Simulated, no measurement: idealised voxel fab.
The name of this process module is voxel capacitor over wiring.
The cross-section shown here is cut; it is 245 nm wide and divided into square cells measuring 5 nm on a side.
Think of the cross-section as a grid of square cells. We describe it in bands, top to bottom, and each band covers one or more rows of those cells.
Read a band's entry like this: the first values are the height of its top and the height of its bottom in nm, and what follows is the sequence of materials from left to right, each with its width in nm. Note that "air" is empty space, and that a single material marked "edge to edge" reaches across the band from edge to edge.
A quick word on heights: they are counted from 0, and under that level the wafer as it came to us is one material throughout. The lowest band is different from the rest in having no bottom; it simply continues downward, written as in "z 0 and below".
A width such as "30..40" changes by the same amount from each row of cells to the next, from the band's top row to its bottom row.
"nothing was modified" means the step left every cell of the cross-section as it was.
"Enclosed void catalog": sealed empty spaces, 8 cells or more, no open way to top, listed width x height at distance, with distance from the left edge and width, height and distance in nm.
It should be noted that, on the line of a given step, the content following the step's settings is a remark produced by the simulator itself with respect to that step.
On any step carrying a mask, the "overlay nm" setting, if present on the step's line, tells how far right of its planned place the mask lay; negative values point to the left.
**Here's what the planned process steps look like**
1 RECEIVE: material Si
2 CONFORMAL_DEP: material SiO2, thk nm 15
3 CONFORMAL_DEP: material SiN, thk nm 5
4 DIRECTIONAL_DEP: material lowk, thk nm 25
5 PATTERN: tone open, mask id METAL_1, material resist, width nm 20, pitch nm 75, thk nm 20, overlay nm 0
6 DIRECTIONAL_ETCH: etch materials lowk, depth nm 25
7 DIRECTIONAL_ETCH: etch materials SiN, depth nm 5
8 STRIP: etch materials resist
9 CONFORMAL_DEP: material TiN, thk nm 5
10 FILL_DEP: material Cu, thk nm 5
11 CMP: height nm 45
12 CONFORMAL_DEP: material SiCN, thk nm 5
13 DIRECTIONAL_DEP: material lowk, thk nm 10
14 PATTERN: tone open, mask id PLUG_1, material resist, width nm 15, thk nm 20, overlay nm 0
15 DIRECTIONAL_ETCH: etch materials lowk, depth nm 10
16 DIRECTIONAL_ETCH: etch materials SiCN, depth nm 5
17 STRIP: etch materials resist
18 CONFORMAL_DEP: material TiN, thk nm 5
19 FILL_DEP: material Cu, thk nm 5
20 CMP: height nm 60
21 DIRECTIONAL_DEP: material TiN, thk nm 10
22 DIRECTIONAL_DEP: material HfO2, thk nm 5
23 DIRECTIONAL_DEP: material TiN, thk nm 10
24 MASKED_ETCH: tone cover, mask id UPPER_PLATE, width nm 60, etch materials TiN, depth nm 10, overlay nm 0
25 MASKED_ETCH: tone cover, mask id UPPER_PLATE, width nm 60, etch materials HfO2, depth nm 5, overlay nm 0
26 MASKED_ETCH: tone cover, mask id LOWER_PLATE, width nm 70, etch materials TiN, depth nm 10, overlay nm 0
27 FILL_DEP: material SiO2, thk nm 15
28 CMP: height nm 95
29 MASKED_ETCH: tone open, mask id PLUG_2, width nm 15, etch materials SiO2, depth nm 10, overlay nm 0
30 CONFORMAL_DEP: material TiN, thk nm 5
31 FILL_DEP: material Cu, thk nm 10
32 CMP: height nm 95
33 CONFORMAL_DEP: material SiCN, thk nm 5
**Step 1 complete: cross-section of the wafer as received**
  z 0 and below: Si edge to edge
  Enclosed void catalog: none
**The following cross-section depicts the wafer upon conclusion of the module. Processing commenced from the starting condition illustrated above and adhered to the plan illustrated above, save for one mistake in execution**
  z 100 to 95: SiCN edge to edge
  z 95 to 90: 95 of SiO2, then 5 of TiN, then 5 of Cu, then 5 of TiN, then 135 of SiO2
  z 90 to 85: 95 of SiO2, then 15 of TiN, then 135 of SiO2
  z 85 to 75: 80 of SiO2, then 60 of TiN, then 105 of SiO2
  z 75 to 70: 80 of SiO2, then 60 of HfO2, then 105 of SiO2
  z 70 to 60: 75 of SiO2, then 70 of TiN, then 100 of SiO2
  z 60 to 50: 80 of lowk, then 5 of TiN, then 5 of Cu, then 5 of TiN, then 150 of lowk
  z 50 to 45: 80 of SiCN, then 15 of TiN, then 150 of SiCN
  z 45 to 20: 75 of lowk, then 5 of TiN, then 10 of Cu, then 5 of TiN, then 55 of lowk, then 5 of TiN, then 10 of Cu, then 5 of TiN, then 75 of lowk
  z 20 to 15: 75 of SiN, then 20 of TiN, then 55 of SiN, then 20 of TiN, then 75 of SiN
  z 15 to 0: SiO2 edge to edge
  z 0 and below: Si edge to edge
  Enclosed void catalog: none
What was the processing mistake? step 29 off recipe, ran as MASKED_ETCH: tone open, mask id PLUG_2, width nm 15, etch materials SiO2, depth nm 10, overlay nm 5
